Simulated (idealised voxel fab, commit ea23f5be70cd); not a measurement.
process module | voxel self aligned contacts
cross-section cut | 205 nm wide | cells 5 nm
A cross-section is a grid of square cells, given in bands from the top down. A band is one or more rows of cells.
Each band's line starts with the height of the band's top and of its bottom, in nm. Then come its materials from left to right, each with its width in nm. One material with "throughout" fills the band from edge to edge. "air" is empty space.
Height 0 is the level under which the wafer as received is all one material. The lowest band goes on downwards, as in "0 down".
A width such as "30 to 40" changes by the same amount from each row of cells to the next, from the band's top row to its bottom row.
"no change" after a step means that no cell of the cross-section changed.
closed voids: empty space of 8 cells or more with no open way to the top, each as width x height at its distance from the left edge, in nm
after a step's settings: what the simulator itself notes on the step
overlay nm, on a step with a mask: how far to the right of its planned place the mask lay; to the left if negative
plan
1 op RECEIVE | material Si
2 op CONFORMAL_DEP | material SiO2 | thk nm 5
3 op DIRECTIONAL_DEP | material polySi | thk nm 20
4 op DIRECTIONAL_DEP | material SiN | thk nm 20
5 op MASKED_ETCH | tone cover | mask id GATE | width nm 35 | pitch nm 70 | etch materials SiN | depth nm 20 | overlay nm 0
6 op MASKED_ETCH | tone cover | mask id GATE | width nm 35 | pitch nm 70 | etch materials polySi | depth nm 20 | overlay nm 0
7 op CONFORMAL_DEP | material SiN | thk nm 10
8 op DIRECTIONAL_ETCH | etch materials SiN | depth nm 10
9 op FILL_DEP | material SiO2 | thk nm 10
10 op CMP | height nm 50
11 op PATTERN | tone open | mask id CONTACT | material resist | width nm 45 | pitch nm 70 | thk nm 20 | overlay nm 0
12 op DIRECTIONAL_ETCH | etch materials SiO2 | depth nm 50
13 op STRIP | etch materials resist
14 op CONFORMAL_DEP | material TiN | thk nm 5
15 op FILL_DEP | material Ru | thk nm 10
16 op CMP | height nm 50
17 op CONFORMAL_DEP | material SiCN | thk nm 5
as received, after step 1
  0 down: Si throughout
  closed voids: none
a wafer at the end: this start, this plan, one mistake
  55 to 50: SiCN throughout
  50 to 45: SiO2 45 | TiN 20 | Ru 5 | TiN 25 | SiO2 20 | TiN 20 | Ru 5 | TiN 25 | SiO2 40
  45 to 25: SiO2 5 | SiN 55 | TiN 5 | Ru 5 | TiN 5 | SiN 55 | TiN 5 | Ru 5 | TiN 5 | SiN 55 | SiO2 5
  25 to 5: SiO2 5 | SiN 10 | polySi 35 | SiN 10 | TiN 5 | Ru 5 | TiN 5 | SiN 10 | polySi 35 | SiN 10 | TiN 5 | Ru 5 | TiN 5 | SiN 10 | polySi 35 | SiN 10 | SiO2 5
  5 to 0: SiO2 60 | TiN 15 | SiO2 55 | TiN 15 | SiO2 60
  0 down: Si throughout
  closed voids: none
what went wrong: step 11 ran as: op PATTERN | tone open | mask id CONTACT | material resist | width nm 50 | pitch nm 70 | thk nm 20 | overlay nm 0
